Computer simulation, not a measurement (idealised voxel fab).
process module | voxel ribs on slabs
cross-section cut | 275 nm wide | cells 5 nm
A cross-section is a grid of square cells, given in bands from the top down. A band is one or more rows of cells.
Each band's line starts with the height of the band's top and of its bottom, in nm. Then come its materials from left to right, each with its width in nm. One material with "throughout" fills the band from edge to edge. "air" is empty space.
Height 0 is the level under which the wafer as received is all one material. The lowest band goes on downwards, as in "0 down".
A width such as "30 to 40" changes by the same amount from each row of cells to the next, from the band's top row to its bottom row.
"no change" after a step means that no cell of the cross-section changed.
closed voids: empty space of 8 cells or more with no open way to the top, each as width x height at its distance from the left edge, in nm
after a step's settings: what the simulator itself notes on the step
overlay nm, on a step with a mask: how far to the right of its planned place the mask lay; to the left if negative
plan
1 op RECEIVE | material Si
2 op DIRECTIONAL_DEP | material SiO2 | thk nm 25
3 op DIRECTIONAL_DEP | material SiN | thk nm 15
4 op MASKED_ETCH | tone cover | mask id RIB | width nm 25 | etch materials SiN | depth nm 5 | overlay nm 0
5 op DIRECTIONAL_DEP | material aC | thk nm 15
6 op PATTERN | tone cover | mask id SLAB | material resist | width nm 55 | thk nm 35 | overlay nm 0
7 op DIRECTIONAL_ETCH | etch materials aC | depth nm 15
8 op STRIP | etch materials resist
9 op DIRECTIONAL_ETCH | etch materials SiN | depth nm 10
10 op STRIP | etch materials aC
11 op FILL_DEP | material SiO2 | thk nm 15
12 op CMP | height nm 50
13 op DIRECTIONAL_DEP | material W | thk nm 10
14 op PATTERN | tone cover | mask id HEATER | material resist | width nm 35 | thk nm 20 | overlay nm 0
15 op DIRECTIONAL_ETCH | etch materials W | depth nm 10
16 op STRIP | etch materials resist
17 op CONFORMAL_DEP | material SiN | thk nm 10
as received, after step 1
  0 down: Si throughout
  closed voids: none
first wafer at the end, as planned
  70 to 60: air 110 | SiN 55 | air 110
  60 to 50: SiN 120 | W 35 | SiN 120
  50 to 40: SiO2 throughout
  40 to 35: SiO2 125 | SiN 25 | SiO2 125
  35 to 25: SiO2 110 | SiN 55 | SiO2 110
  25 to 0: SiO2 throughout
  0 down: Si throughout
  closed voids: none
second wafer at the end: like start, like plan, one mistake
  70 to 60: air 110 | SiN 55 | air 110
  60 to 50: SiN 120 | W 35 | SiN 120
  50 to 40: SiO2 throughout
  40 to 35: SiO2 125 | SiN 25 | SiO2 125
  35 to 25: SiO2 120 | SiN 55 | SiO2 100
  25 to 0: SiO2 throughout
  0 down: Si throughout
  closed voids: none
what went wrong: step 6 ran as: op PATTERN | tone cover | mask id SLAB | material resist | width nm 55 | thk nm 35 | overlay nm 10
at the end the second wafer has, in cells: as many of each material as the first, in other places
